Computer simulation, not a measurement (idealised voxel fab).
process module | voxel wiring stack
cross-section cut | 210 nm wide | cells 5 nm
A cross-section is a grid of square cells, given in bands from the top down. A band is one or more rows of cells.
Each band's line starts with the height of the band's top and of its bottom, in nm. Then come its materials from left to right, each with its width in nm. One material with "throughout" fills the band from edge to edge. "air" is empty space.
Height 0 is the level under which the wafer as received is all one material. The lowest band goes on downwards, as in "0 down".
A width such as "30 to 40" changes by the same amount from each row of cells to the next, from the band's top row to its bottom row.
"no change" after a step means that no cell of the cross-section changed.
closed voids: empty space of 8 cells or more with no open way to the top, each as width x height at its distance from the left edge, in nm
after a step's settings: what the simulator itself notes on the step
overlay nm, on a step with a mask: how far to the right of its planned place the mask lay; to the left if negative
plan
1 op RECEIVE | material Si
2 op CONFORMAL_DEP | material SiO2 | thk nm 15
3 op CONFORMAL_DEP | material SiN | thk nm 5
4 op DIRECTIONAL_DEP | material SiO2 | thk nm 15
5 op PATTERN | tone open | mask id METAL_1 | material resist | width nm 25 | pitch nm 50 | thk nm 20 | overlay nm 0
6 op DIRECTIONAL_ETCH | etch materials SiO2 | depth nm 15
7 op DIRECTIONAL_ETCH | etch materials SiN | depth nm 5
8 op STRIP | etch materials resist
9 op CONFORMAL_DEP | material TiN | thk nm 5
10 op FILL_DEP | material Cu | thk nm 5
11 op CMP | height nm 35
12 op CONFORMAL_DEP | material SiCN | thk nm 5
13 op DIRECTIONAL_DEP | material lowk | thk nm 25
14 op DIRECTIONAL_DEP | material aC | thk nm 10
15 op PATTERN | tone open | mask id METAL_2_HOLES | material resist | width nm 15 | pitch nm 50 | thk nm 25 | overlay nm 0
16 op DIRECTIONAL_ETCH | etch materials aC | depth nm 10
17 op STRIP | etch materials resist
18 op DIRECTIONAL_ETCH | etch materials lowk | depth nm 25
19 op STRIP | etch materials aC
20 op PATTERN | tone open | mask id METAL_2 | material resist | width nm 25 | pitch nm 50 | thk nm 20 | overlay nm 0
21 op DIRECTIONAL_ETCH | etch materials lowk | depth nm 15
22 op DIRECTIONAL_ETCH | etch materials SiCN | depth nm 5
23 op STRIP | etch materials resist
24 op CONFORMAL_DEP | material TiN | thk nm 5
25 op FILL_DEP | material Cu | thk nm 5
26 op CMP | height nm 65
27 op CONFORMAL_DEP | material SiCN | thk nm 5
28 op DIRECTIONAL_DEP | material lowk | thk nm 30
29 op MASKED_ETCH | tone open | mask id METAL_3 | width nm 25 | pitch nm 50 | etch materials lowk | depth nm 15 | overlay nm 0
30 op DIRECTIONAL_DEP | material aC | thk nm 15
31 op PATTERN | tone open | mask id METAL_3_HOLES | material resist | width nm 15 | pitch nm 50 | thk nm 30 | overlay nm 0
32 op DIRECTIONAL_ETCH | etch materials aC | depth nm 15
33 op STRIP | etch materials resist
34 op DIRECTIONAL_ETCH | etch materials lowk | depth nm 15
35 op DIRECTIONAL_ETCH | etch materials SiCN | depth nm 5
36 op STRIP | etch materials aC
37 op CONFORMAL_DEP | material TiN | thk nm 5
38 op FILL_DEP | material Cu | thk nm 10
39 op CMP | height nm 100
40 op CONFORMAL_DEP | material SiN | thk nm 5
as received, after step 1
  0 down: Si throughout
  closed voids: none
first wafer at the end, as planned
  105 to 100: SiN throughout
  100 to 90: lowk 65 | TiN 5 | Cu 15 | TiN 5 | lowk 25 | TiN 5 | Cu 15 | TiN 5 | lowk 70
  90 to 85: lowk 65 | TiN 5 | Cu 5 | TiN 15 | lowk 25 | TiN 5 | Cu 5 | TiN 15 | lowk 70
  85 to 70: lowk 65 | TiN 5 | Cu 5 | TiN 5 | lowk 35 | TiN 5 | Cu 5 | TiN 5 | lowk 80
  70 to 65: SiCN 65 | TiN 15 | SiCN 35 | TiN 15 | SiCN 80
  65 to 55: lowk 65 | TiN 5 | Cu 15 | TiN 5 | lowk 25 | TiN 5 | Cu 15 | TiN 5 | lowk 70
  55 to 50: lowk 65 | TiN 5 | Cu 5 | TiN 15 | lowk 25 | TiN 5 | Cu 5 | TiN 15 | lowk 70
  50 to 40: lowk 65 | TiN 5 | Cu 5 | TiN 5 | lowk 35 | TiN 5 | Cu 5 | TiN 5 | lowk 80
  40 to 35: SiCN 65 | TiN 15 | SiCN 35 | TiN 15 | SiCN 80
  35 to 20: SiO2 65 | TiN 5 | Cu 15 | TiN 5 | SiO2 25 | TiN 5 | Cu 15 | TiN 5 | SiO2 70
  20 to 15: SiN 65 | TiN 25 | SiN 25 | TiN 25 | SiN 70
  15 to 0: SiO2 throughout
  0 down: Si throughout
  closed voids: none
second wafer at the end: like start, like plan, one mistake
  105 to 100: SiN throughout
  100 to 90: lowk 65 | TiN 5 | Cu 15 | TiN 5 | lowk 25 | TiN 5 | Cu 15 | TiN 5 | lowk 70
  90 to 85: lowk 65 | TiN 5 | Cu 5 | TiN 15 | lowk 25 | TiN 5 | Cu 5 | TiN 15 | lowk 70
  85 to 70: lowk 65 | TiN 5 | Cu 5 | TiN 5 | lowk 35 | TiN 5 | Cu 5 | TiN 5 | lowk 80
  70 to 65: SiCN 65 | TiN 15 | SiCN 35 | TiN 15 | SiCN 80
  65 to 55: lowk 65 | TiN 5 | Cu 10 | TiN 5 | lowk 30 | TiN 5 | Cu 10 | TiN 5 | lowk 75
  55 to 45: lowk 65 | TiN 5 | Cu 5 | TiN 10 to 5 | lowk 30 to 35 | TiN 5 | Cu 5 | TiN 10 to 5 | lowk 75 to 80
  45 to 40: lowk 65 | TiN 15 | lowk 35 | TiN 15 | lowk 80
  40 to 35: SiCN 70 | TiN 10 | SiCN 40 | TiN 10 | SiCN 80
  35 to 20: SiO2 65 | TiN 5 | Cu 15 | TiN 5 | SiO2 25 | TiN 5 | Cu 15 | TiN 5 | SiO2 70
  20 to 15: SiN 65 | TiN 25 | SiN 25 | TiN 25 | SiN 70
  15 to 0: SiO2 throughout
  0 down: Si throughout
  closed voids: none
what went wrong: step 20 ran as: op PATTERN | tone open | mask id METAL_2 | material resist | width nm 15 | pitch nm 50 | thk nm 20 | overlay nm 0
at the end the second wafer has, in cells: 6 fewer of Cu | 2 more of SiCN | 2 fewer of TiN | 6 more of lowk
